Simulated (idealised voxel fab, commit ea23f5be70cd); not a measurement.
The process module that follows is named voxel lift off.
Shown is cross-section cut, with a width of 255 nm and square cells of size 5 nm.
A cross-section in this document is a grid of square cells, and it is written down as bands, the top band listed before the ones below it; a band is made up of one or more rows of cells.
Basically the band line says how high the top is and how high the bottom is, in nm, and then what's in it from left to right, every material with its width in nm. Empty space shows up as "air", and if a single material carries "everywhere" it runs the full band edge to edge.
Ref level 0: as-received wafer is one material below here. Bottom band extends down with no lower bound ("from 0 down").
The two numbers in a width such as "30..40" mark its ends across the band: the first belongs to the top row of cells, the second to the bottom row, and from each row to the next the width moves by the same amount.
You'll sometimes find "no change" written for a step, and that's the way of saying that nowhere in the cross-section did a cell change during that step.
"Cavities, closed": sealed empty spaces, 8 cells or more, no open way to top, listed width x height at distance, with distance from the left edge and width, height and distance in nm.
It should be noted that, on the line of a given step, the content following the step's settings is a remark produced by the simulator itself with respect to that step.
A step's line can hold "overlay nm"; with a mask on that step, the setting says how far right of the planned place the mask lay, while a negative setting says it lay to the left.
In what follows, pairs of cross-sections are presented, each taken before and after one process step, with the after cross-section shown only down to the lowest band that was altered; the step, together with its settings, is stated below the pair. The pairs may stem from different runs of this module on the same starting wafer; accordingly, a pair should be taken as continuing from the one above it solely where its entry headed "Pre-step" indicates as much.

Pre-step
	from 0 down: Si everywhere
	Cavities, closed: none

After the Step
	from 15 to 0: SiO2 everywhere
	Unchanged below 0.
	Cavities, closed: none
The structure goes from the before cross-section above to the after cross-section through CONFORMAL_DEP,material SiO2,thk nm 15

Pre-step: just use the after drawing of the pair above as your starting point.

After the Step
	from 35 to 15: 40 resist, then 20 air, then 30 resist, then 20 air, then 30 resist, then 20 air, then 30 resist, then 20 air, then 45 resist
	Unchanged below 15.
	Cavities, closed: none
The structure goes from the before cross-section above to the after cross-section through PATTERN,tone open,mask id LINES,material resist,width nm 20,pitch nm 50,thk nm 20,overlay nm 0

Pre-step: just use the after drawing of the pair above as your starting point.

After the Step
	from 45 to 35: 40 Ru, then 20 air, then 30 Ru, then 20 air, then 30 Ru, then 20 air, then 30 Ru, then 20 air, then 45 Ru
	from 35 to 25: 40 resist, then 20 air, then 30 resist, then 20 air, then 30 resist, then 20 air, then 30 resist, then 20 air, then 45 resist
	from 25 to 15: 40 resist, then 20 Ru, then 30 resist, then 20 Ru, then 30 resist, then 20 Ru, then 30 resist, then 20 Ru, then 45 resist
	Unchanged below 15.
	Cavities, closed: none
The structure goes from the before cross-section above to the after cross-section through DIRECTIONAL_DEP,material Ru,thk nm 10

Pre-step: just use the after drawing of the pair above as your starting point.

After the Step
	from 25 to 15: 40 air, then 20 Ru, then 30 air, then 20 Ru, then 30 air, then 20 Ru, then 30 air, then 20 Ru, then 45 air
	Unchanged below 15.
	Cavities, closed: none
The structure goes from the before cross-section above to the after cross-section through STRIP,etch materials resist

Pre-step: just use the after drawing of the pair above as your starting point.

After the Step
	from 30 to 25: 35 air, then 30 SiO2, then 20 air, then 30 SiO2, then 20 air, then 30 SiO2, then 20 air, then 30 SiO2, then 40 air
	from 25 to 20: 35 air, then 5 SiO2, then 20 Ru, then 5 SiO2, then 20 air, then 5 SiO2, then 20 Ru, then 5 SiO2, then 20 air, then 5 SiO2, then 20 Ru, then 5 SiO2, then 20 air, then 5 SiO2, then 20 Ru, then 5 SiO2, then 40 air
	from 20 to 15: 40 SiO2, then 20 Ru, then 30 SiO2, then 20 Ru, then 30 SiO2, then 20 Ru, then 30 SiO2, then 20 Ru, then 45 SiO2
	Unchanged below 15.
	Cavities, closed: none
The structure goes from the before cross-section above to the after cross-section through CONFORMAL_DEP,material SiO2,thk nm 5

Pre-step
	from 35 to 15: 40 resist, then 20 air, then 30 resist, then 20 air, then 30 resist, then 20 air, then 30 resist, then 20 air, then 45 resist
	from 15 to 0: SiO2 everywhere
	from 0 down: Si everywhere
	Cavities, closed: none

After the Step
	from 15 to 0: SiO2 everywhere
	Unchanged below 0.
	Cavities, closed: none
The structure goes from the before cross-section above to the after cross-section through STRIP,etch materials resist

Pre-step: just use the after drawing of the pair above as your starting point.

After the Step
	from 20 to 0: SiO2 everywhere
	Unchanged below 0.
	Cavities, closed: none
The structure goes from the before cross-section above to the after cross-section through CONFORMAL_DEP,material SiO2,thk nm 5

Pre-step
	from 15 to 0: SiO2 everywhere
	from 0 down: Si everywhere
	Cavities, closed: none

After the Step
	from 30 to 0: SiO2 everywhere
	Unchanged below 0.
	Cavities, closed: none
The structure goes from the before cross-section above to the after cross-section through CONFORMAL_DEP,material SiO2,thk nm 15

Pre-step: just use the after drawing of the pair above as your starting point.

After the Step
	from 50 to 30: 40 resist, then 20 air, then 30 resist, then 20 air, then 30 resist, then 20 air, then 30 resist, then 20 air, then 45 resist
	Unchanged below 30.
	Cavities, closed: none
The structure goes from the before cross-section above to the after cross-section through PATTERN,tone open,mask id LINES,material resist,width nm 20,pitch nm 50,thk nm 20,overlay nm 0

Pre-step: just use the after drawing of the pair above as your starting point.

After the Step
	from 60 to 50: 40 Ru, then 20 air, then 30 Ru, then 20 air, then 30 Ru, then 20 air, then 30 Ru, then 20 air, then 45 Ru
	from 50 to 40: 40 resist, then 20 air, then 30 resist, then 20 air, then 30 resist, then 20 air, then 30 resist, then 20 air, then 45 resist
	from 40 to 30: 40 resist, then 20 Ru, then 30 resist, then 20 Ru, then 30 resist, then 20 Ru, then 30 resist, then 20 Ru, then 45 resist
	Unchanged below 30.
	Cavities, closed: none
The structure goes from the before cross-section above to the after cross-section through DIRECTIONAL_DEP,material Ru,thk nm 10

Pre-step: just use the after drawing of the pair above as your starting point.

After the Step
	from 40 to 30: 40 air, then 20 Ru, then 30 air, then 20 Ru, then 30 air, then 20 Ru, then 30 air, then 20 Ru, then 45 air
	Unchanged below 30.
	Cavities, closed: none
The structure goes from the before cross-section above to the after cross-section through STRIP,etch materials resist

Pre-step: just use the after drawing of the pair above as your starting point.

After the Step
	from 45 to 40: 35 air, then 30 SiO2, then 20 air, then 30 SiO2, then 20 air, then 30 SiO2, then 20 air, then 30 SiO2, then 40 air
	from 40 to 35: 35 air, then 5 SiO2, then 20 Ru, then 5 SiO2, then 20 air, then 5 SiO2, then 20 Ru, then 5 SiO2, then 20 air, then 5 SiO2, then 20 Ru, then 5 SiO2, then 20 air, then 5 SiO2, then 20 Ru, then 5 SiO2, then 40 air
	from 35 to 30: 40 SiO2, then 20 Ru, then 30 SiO2, then 20 Ru, then 30 SiO2, then 20 Ru, then 30 SiO2, then 20 Ru, then 45 SiO2
	Unchanged below 30.
	Cavities, closed: none
The structure goes from the before cross-section above to the after cross-section through CONFORMAL_DEP,material SiO2,thk nm 5

Pre-step
	from 35 to 15: 40 resist, then 20 air, then 30 resist, then 20 air, then 30 resist, then 20 air, then 30 resist, then 20 air, then 45 resist
	from 15 to 0: SiO2 everywhere
	from 0 down: Si everywhere
	Cavities, closed: none

After the Step
	from 40 to 35: 40 Ru, then 20 air, then 30 Ru, then 20 air, then 30 Ru, then 20 air, then 30 Ru, then 20 air, then 45 Ru
	from 35 to 20: 40 resist, then 20 air, then 30 resist, then 20 air, then 30 resist, then 20 air, then 30 resist, then 20 air, then 45 resist
	from 20 to 15: 40 resist, then 20 Ru, then 30 resist, then 20 Ru, then 30 resist, then 20 Ru, then 30 resist, then 20 Ru, then 45 resist
	Unchanged below 15.
	Cavities, closed: none
The structure goes from the before cross-section above to the after cross-section through DIRECTIONAL_DEP,material Ru,thk nm 5

Pre-step: just use the after drawing of the pair above as your starting point.

After the Step
	from 20 to 15: 40 air, then 20 Ru, then 30 air, then 20 Ru, then 30 air, then 20 Ru, then 30 air, then 20 Ru, then 45 air
	Unchanged below 15.
	Cavities, closed: none
The structure goes from the before cross-section above to the after cross-section through STRIP,etch materials resist

Pre-step: just use the after drawing of the pair above as your starting point.

After the Step
	from 25 to 20: 35 air, then 30 SiO2, then 20 air, then 30 SiO2, then 20 air, then 30 SiO2, then 20 air, then 30 SiO2, then 40 air
	from 20 to 15: 40 SiO2, then 20 Ru, then 30 SiO2, then 20 Ru, then 30 SiO2, then 20 Ru, then 30 SiO2, then 20 Ru, then 45 SiO2
	Unchanged below 15.
	Cavities, closed: none
The structure goes from the before cross-section above to the after cross-section through CONFORMAL_DEP,material SiO2,thk nm 5

Pre-step
	from 15 to 0: SiO2 everywhere
	from 0 down: Si everywhere
	Cavities, closed: none

After the Step
	from 35 to 15: 45 resist, then 15 air, then 35 resist, then 15 air, then 35 resist, then 15 air, then 35 resist, then 15 air, then 45 resist
	Unchanged below 15.
	Cavities, closed: none
The structure goes from the before cross-section above to the after cross-section through PATTERN,tone open,mask id LINES,material resist,width nm 15,pitch nm 50,thk nm 20,overlay nm 0

Pre-step: just use the after drawing of the pair above as your starting point.

After the Step
	from 45 to 35: 45 Ru, then 15 air, then 35 Ru, then 15 air, then 35 Ru, then 15 air, then 35 Ru, then 15 air, then 45 Ru
	from 35 to 25: 45 resist, then 15 air, then 35 resist, then 15 air, then 35 resist, then 15 air, then 35 resist, then 15 air, then 45 resist
	from 25 to 15: 45 resist, then 15 Ru, then 35 resist, then 15 Ru, then 35 resist, then 15 Ru, then 35 resist, then 15 Ru, then 45 resist
	Unchanged below 15.
	Cavities, closed: none
The structure goes from the before cross-section above to the after cross-section through DIRECTIONAL_DEP,material Ru,thk nm 10

Pre-step: just use the after drawing of the pair above as your starting point.

After the Step
	from 25 to 15: 45 air, then 15 Ru, then 35 air, then 15 Ru, then 35 air, then 15 Ru, then 35 air, then 15 Ru, then 45 air
	Unchanged below 15.
	Cavities, closed: none
The structure goes from the before cross-section above to the after cross-section through STRIP,etch materials resist

Pre-step: just use the after drawing of the pair above as your starting point.

After the Step
	from 30 to 25: 40 air, then 25 SiO2, then 25 air, then 25 SiO2, then 25 air, then 25 SiO2, then 25 air, then 25 SiO2, then 40 air
	from 25 to 20: 40 air, then 5 SiO2, then 15 Ru, then 5 SiO2, then 25 air, then 5 SiO2, then 15 Ru, then 5 SiO2, then 25 air, then 5 SiO2, then 15 Ru, then 5 SiO2, then 25 air, then 5 SiO2, then 15 Ru, then 5 SiO2, then 40 air
	from 20 to 15: 45 SiO2, then 15 Ru, then 35 SiO2, then 15 Ru, then 35 SiO2, then 15 Ru, then 35 SiO2, then 15 Ru, then 45 SiO2
	Unchanged below 15.
	Cavities, closed: none
The structure goes from the before cross-section above to the after cross-section through CONFORMAL_DEP,material SiO2,thk nm 5

Pre-step
	from 15 to 0: SiO2 everywhere
	from 0 down: Si everywhere
	Cavities, closed: none

After the Step
	from 35 to 15: 30 resist, then 20 air, then 30 resist, then 20 air, then 30 resist, then 20 air, then 30 resist, then 20 air, then 55 resist
	Unchanged below 15.
	Cavities, closed: none
The structure goes from the before cross-section above to the after cross-section through PATTERN,tone open,mask id LINES,material resist,width nm 20,pitch nm 50,thk nm 20,overlay nm -10

Pre-step: just use the after drawing of the pair above as your starting point.

After the Step
	from 45 to 35: 30 Ru, then 20 air, then 30 Ru, then 20 air, then 30 Ru, then 20 air, then 30 Ru, then 20 air, then 55 Ru
	from 35 to 25: 30 resist, then 20 air, then 30 resist, then 20 air, then 30 resist, then 20 air, then 30 resist, then 20 air, then 55 resist
	from 25 to 15: 30 resist, then 20 Ru, then 30 resist, then 20 Ru, then 30 resist, then 20 Ru, then 30 resist, then 20 Ru, then 55 resist
	Unchanged below 15.
	Cavities, closed: none
The structure goes from the before cross-section above to the after cross-section through DIRECTIONAL_DEP,material Ru,thk nm 10

Pre-step: just use the after drawing of the pair above as your starting point.

After the Step
	from 25 to 15: 30 air, then 20 Ru, then 30 air, then 20 Ru, then 30 air, then 20 Ru, then 30 air, then 20 Ru, then 55 air
	Unchanged below 15.
	Cavities, closed: none
The structure goes from the before cross-section above to the after cross-section through STRIP,etch materials resist

Pre-step: just use the after drawing of the pair above as your starting point.

After the Step
	from 30 to 25: 25 air, then 30 SiO2, then 20 air, then 30 SiO2, then 20 air, then 30 SiO2, then 20 air, then 30 SiO2, then 50 air
	from 25 to 20: 25 air, then 5 SiO2, then 20 Ru, then 5 SiO2, then 20 air, then 5 SiO2, then 20 Ru, then 5 SiO2, then 20 air, then 5 SiO2, then 20 Ru, then 5 SiO2, then 20 air, then 5 SiO2, then 20 Ru, then 5 SiO2, then 50 air
	from 20 to 15: 30 SiO2, then 20 Ru, then 30 SiO2, then 20 Ru, then 30 SiO2, then 20 Ru, then 30 SiO2, then 20 Ru, then 55 SiO2
	Unchanged below 15.
	Cavities, closed: none
The structure goes from the before cross-section above to the after cross-section through CONFORMAL_DEP,material SiO2,thk nm 5

Pre-step
	from 25 to 15: 40 air, then 20 Ru, then 30 air, then 20 Ru, then 30 air, then 20 Ru, then 30 air, then 20 Ru, then 45 air
	from 15 to 0: SiO2 everywhere
	from 0 down: Si everywhere
	Cavities, closed: none

After the Step
	from 30 to 20: 35 air, then 30 Ru, then 20 air, then 30 Ru, then 20 air, then 30 Ru, then 20 air, then 30 Ru, then 40 air
	from 20 to 15: Ru everywhere
	Unchanged below 15.
	Cavities, closed: none
The structure goes from the before cross-section above to the after cross-section through CONFORMAL_DEP,material Ru,thk nm 5

Pre-step
	from 15 to 0: SiO2 everywhere
	from 0 down: Si everywhere
	Cavities, closed: none

After the Step
	from 35 to 15: 40 air, then 20 resist, then 30 air, then 20 resist, then 30 air, then 20 resist, then 30 air, then 20 resist, then 45 air
	Unchanged below 15.
	Cavities, closed: none
The structure goes from the before cross-section above to the after cross-section through PATTERN,tone cover,mask id LINES,material resist,width nm 20,pitch nm 50,thk nm 20,overlay nm 0

Pre-step: just use the after drawing of the pair above as your starting point.

After the Step
	from 45 to 35: 40 air, then 20 Ru, then 30 air, then 20 Ru, then 30 air, then 20 Ru, then 30 air, then 20 Ru, then 45 air
	from 35 to 25: 40 air, then 20 resist, then 30 air, then 20 resist, then 30 air, then 20 resist, then 30 air, then 20 resist, then 45 air
	from 25 to 15: 40 Ru, then 20 resist, then 30 Ru, then 20 resist, then 30 Ru, then 20 resist, then 30 Ru, then 20 resist, then 45 Ru
	Unchanged below 15.
	Cavities, closed: none
The structure goes from the before cross-section above to the after cross-section through DIRECTIONAL_DEP,material Ru,thk nm 10

Pre-step: just use the after drawing of the pair above as your starting point.

After the Step
	from 25 to 15: 40 Ru, then 20 air, then 30 Ru, then 20 air, then 30 Ru, then 20 air, then 30 Ru, then 20 air, then 45 Ru
	Unchanged below 15.
	Cavities, closed: none
The structure goes from the before cross-section above to the after cross-section through STRIP,etch materials resist

Pre-step: just use the after drawing of the pair above as your starting point.

After the Step
	from 30 to 25: 45 SiO2, then 10 air, then 40 SiO2, then 10 air, then 40 SiO2, then 10 air, then 40 SiO2, then 10 air, then 50 SiO2
	from 25 to 20: 40 Ru, then 5 SiO2, then 10 air, then 5 SiO2, then 30 Ru, then 5 SiO2, then 10 air, then 5 SiO2, then 30 Ru, then 5 SiO2, then 10 air, then 5 SiO2, then 30 Ru, then 5 SiO2, then 10 air, then 5 SiO2, then 45 Ru
	from 20 to 15: 40 Ru, then 20 SiO2, then 30 Ru, then 20 SiO2, then 30 Ru, then 20 SiO2, then 30 Ru, then 20 SiO2, then 45 Ru
	Unchanged below 15.
	Cavities, closed: none
The structure goes from the before cross-section above to the after cross-section through CONFORMAL_DEP,material SiO2,thk nm 5
